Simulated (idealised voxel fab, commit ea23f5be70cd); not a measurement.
Process module heading - voxel self aligned vias
The cross-section shown here is cut; it is 205 nm wide and divided into square cells measuring 5 nm on a side.
How to read a cross-section here: the picture is a grid of square cells, written as bands going from the top down, and any band can span one or more rows of cells.
Top height, bottom height, nm. Materials left to right, width each, nm. Single material + "everywhere" = fills band edge to edge. "empty" = empty.
A quick word on heights: they are counted from 0, and under that level the wafer as it came to us is one material throughout. The lowest band is different from the rest in having no bottom; it simply continues downward, written as in "from 0 down".
A width given as "30..40" starts at the first number in the band's top row and ends at the second number in its bottom row, shifting by an equal amount at every step from row to row.
A step reported as "no modification" is a step in which no cell of the cross-section changed.
Reported under the label "Unvented internal voids" are the empty spaces having no open way to the top and comprising 8 cells or more; the notation for each is width x height at distance, in which the distance is measured from the left edge and all three values are in nm.
Formally, on a step line, whatever follows the settings is a remark that the simulator itself makes on the step.
overlay nm: step with mask; distance mask lay right of planned place; negative value = left of planned place.

**plan**
1: RECEIVE [material Si]
2: CONFORMAL_DEP [material SiO2] [thk nm 10]
3: CONFORMAL_DEP [material SiCN] [thk nm 5]
4: DIRECTIONAL_DEP [material lowk] [thk nm 30]
5: MASKED_ETCH [tone open] [mask id LINES] [width nm 20] [pitch nm 50] [etch materials lowk] [depth nm 30] [overlay nm 0]
6: CONFORMAL_DEP [material TiN] [thk nm 5]
7: FILL_DEP [material W] [thk nm 10]
8: CMP [height nm 45]
9: SELECTIVE_ETCH [etch materials W Ru TiN] [depth nm 5]
10: FILL_DEP [material SiN] [thk nm 10]
11: CMP [height nm 45]
12: DIRECTIONAL_DEP [material lowk] [thk nm 20]
13: MASKED_ETCH [tone open] [mask id VIAS] [width nm 30] [pitch nm 50] [etch materials lowk] [depth nm 20] [overlay nm 0]
14: MASKED_ETCH [tone open] [mask id VIAS] [width nm 30] [pitch nm 50] [etch materials SiN] [depth nm 5] [overlay nm -15]
15: CONFORMAL_DEP [material TiN] [thk nm 5]
16: FILL_DEP [material Cu] [thk nm 10]
17: CMP [height nm 65]
18: CONFORMAL_DEP [material SiN] [thk nm 5]
Wafers differ in overlay nm at step 14; plan lists the first wafer's value; identical starting state.

**This is how the first of several wafers looked in cross-section when it arrived, which is after step 1**
* from 0 down = Si everywhere
* Unvented internal voids: none

**Quick key for the table: a row per wafer, taken at the end of the module. For each material it tells you how many cells the wafer gained (+) or lost (-) since it came in, and the closed voids come after**
overlay nm -15, +24 Cu, +41 SiCN, +45 SiN, +82 SiO2, +52 TiN, +16 W, +314 lowk, Unvented internal voids: none
overlay nm -10, +26 Cu, +41 SiCN, +43 SiN, +82 SiO2, +52 TiN, +16 W, +314 lowk, Unvented internal voids: none
overlay nm -5, +28 Cu, +41 SiCN, +41 SiN, +82 SiO2, +52 TiN, +16 W, +314 lowk, Unvented internal voids: none
overlay nm 0, +28 Cu, +41 SiCN, +41 SiN, +82 SiO2, +52 TiN, +16 W, +314 lowk, Unvented internal voids: none
overlay nm 5, +28 Cu, +41 SiCN, +41 SiN, +82 SiO2, +52 TiN, +16 W, +314 lowk, Unvented internal voids: none
overlay nm 10, +26 Cu, +41 SiCN, +43 SiN, +82 SiO2, +52 TiN, +16 W, +314 lowk, Unvented internal voids: none
overlay nm 15, +24 Cu, +41 SiCN, +45 SiN, +82 SiO2, +52 TiN, +16 W, +314 lowk, Unvented internal voids: none
